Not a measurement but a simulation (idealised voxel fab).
Name of the process module below: voxel spacer lines
We display cut, a cross-section 295 nm in width whose square cells are each 5 nm.
Square cells in a grid make up a cross-section in this document, and the grid is given as bands, listed from the top down, each one or more rows of cells.
This entry defines a band. It first specifies the height of the band's top and the height of its bottom in nm, and then specifies the band's materials from left to right, stating each material with its width in nm. The word "full width" identifies a single material that fills the band from edge to edge, while the word "blank" identifies empty space.
Zero point of the height axis is 0; under it, received wafer = one material. Lowest band: continues down indefinitely, "0 nm and below".
When a width is written as two numbers, as in "30 to 40", the first number is the width in the top row of cells of the band and the second is the width in its bottom row, and the width changes by the same amount from each row to the next.
Key: "no modification" - step with no changed cell in the cross-section.
Under "Fully closed voids" you'll find the enclosed gaps, the ones with no way out to the top, that are 8 cells or bigger; each reads width x height at distance, with distance counted from the left edge, everything in nm.
Note: text after step settings on the step line = simulator remark on that step.
"overlay nm" on a masked step: distance the mask lay right of its planned place, negative for left.
-- Planned step list for the process
1. RECEIVE with material Si
2. CONFORMAL_DEP with material Al2O3, thk nm 10
3. DIRECTIONAL_DEP with material SiN, thk nm 20
4. DIRECTIONAL_DEP with material aC, thk nm 30
5. PATTERN with tone cover, mask id MANDREL, material resist, width nm 15, pitch nm 60, thk nm 40, overlay nm 0
6. DIRECTIONAL_ETCH with etch materials aC, depth nm 30
7. STRIP with etch materials resist
8. CONFORMAL_DEP with material SiO2, thk nm 15
9. DIRECTIONAL_ETCH with etch materials SiO2, depth nm 15
10. STRIP with etch materials aC
11. DIRECTIONAL_ETCH with etch materials SiN, depth nm 10
12. STRIP with etch materials SiO2
13. FILL_DEP with material SiO2, thk nm 10
14. CMP with height nm 30
Variable across wafers: step 11 depth nm (plan value is that of the first wafer; starting state common to all).
-- Step 1 complete: as-received cross-section of the first of several wafers
- 0 nm and below = Si full width
- Fully closed voids: none
-- Here's the first of several wafers in cross-section, end of the module, after the last step, step 14
- 30 nm to 20 nm = SiO2 65 nm; SiN 15 nm; SiO2 15 nm; SiN 15 nm; SiO2 15 nm; SiN 15 nm; SiO2 15 nm; SiN 15 nm; SiO2 15 nm; SiN 15 nm; SiO2 15 nm; SiN 15 nm; SiO2 65 nm
- 20 nm to 10 nm = SiN full width
- 10 nm to 0 nm = Al2O3 full width
- 0 nm and below = Si full width
- Fully closed voids: none
-- Of the several wafers, the last: cross-section at the end of the module
- 30 nm to 10 nm = SiO2 65 nm; SiN 15 nm; SiO2 15 nm; SiN 15 nm; SiO2 15 nm; SiN 15 nm; SiO2 15 nm; SiN 15 nm; SiO2 15 nm; SiN 15 nm; SiO2 15 nm; SiN 15 nm; SiO2 65 nm
- 10 nm to 0 nm = Al2O3 full width
- 0 nm and below = Si full width
- Fully closed voids: none
-- each wafer at the end: cells of each material gained (+) or lost (-) since it was received, then its closed voids
depth nm 10; +118 Al2O3; +154 SiN; +82 SiO2; Fully closed voids: none
depth nm 15; +118 Al2O3; +113 SiN; +123 SiO2; Fully closed voids: none
depth nm 20; +118 Al2O3; +72 SiN; +164 SiO2; Fully closed voids: none
depth nm 25; +118 Al2O3; +72 SiN; +164 SiO2; Fully closed voids: none
depth nm 30; +118 Al2O3; +72 SiN; +164 SiO2; Fully closed voids: none
depth nm 35; +118 Al2O3; +72 SiN; +164 SiO2; Fully closed voids: none
